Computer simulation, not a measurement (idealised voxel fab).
The process module that follows is named voxel released beams.
It is cross-section cut that appears here, measuring 175 nm in width, its square cells being 5 nm in size.
If you're reading a cross-section in this doc, picture square cells in a grid; it comes to you as bands, top ones listed first down to the bottom, and a band can be one or more rows of cells.
Within each band entry, the heights of the top and of the bottom of the band appear first, in that order and in nm; the materials of the band then follow from left to right, each with its corresponding width in nm. The designation "edge to edge" on a single material indicates that it fills the band from edge to edge; the designation "blank" indicates empty space.
All heights in this document are referenced to 0, defined as the level beneath which the wafer, as received, consists entirely of one material. The lowest band is not bounded below; it extends indefinitely downward and is written in the form "0 down".
Width "30->40": first value at the band's top row of cells, second value at its bottom row, equal change from row to row.
Basically "same as before" means that step didn't change any cell in the cross-section.
Heads up: "Voids, fully enclosed" only lists the empty pockets with no open path to the top that are 8 cells or more, and it writes them as width x height at distance, distance from the left edge, in nm.
Post-settings text on a step line: simulator's own remark regarding the step.
The setting "overlay nm" may be written on the line of a step. When the step uses a mask, the value reports how far to the right of the planned place the mask lay, and a negative value reports that it lay to the left.

### Intended process steps
1. RECEIVE [material Si]
2. CONFORMAL_DEP [material SiN] [thk nm 10]
3. DIRECTIONAL_DEP [material SiO2] [thk nm 20]
4. MASKED_ETCH [tone open] [mask id ANCHOR] [width nm 35] [etch materials SiO2] [depth nm 20] [overlay nm 0]
5. CONFORMAL_DEP [material W] [thk nm 10]
6. MASKED_ETCH [tone cover] [mask id BEAM] [width nm 110] [etch materials W] [depth nm 10] [overlay nm 0]
7. STRIP [etch materials SiO2]

### As received (post step 1): cross-section
* 0 down = Si edge to edge
* Voids, fully enclosed: none

### Here's the wafer cut in cross-section after the module, started and planned just like above, except one thing was done wrong in the run
* 40 to 30 = blank 30, W 15, blank 15, W 80, blank 35
* 30 to 20 = blank 35, W 10, blank 15, W 10, blank 105
* 20 to 10 = blank 35, W 35, blank 105
* 10 to 0 = W edge to edge
* 0 down = Si edge to edge
* Voids, fully enclosed: none
What was done differently from what was planned? it should be noted that step 2 was executed with settings other than those planned, the operation and settings actually applied being CONFORMAL_DEP [material W] [thk nm 10]
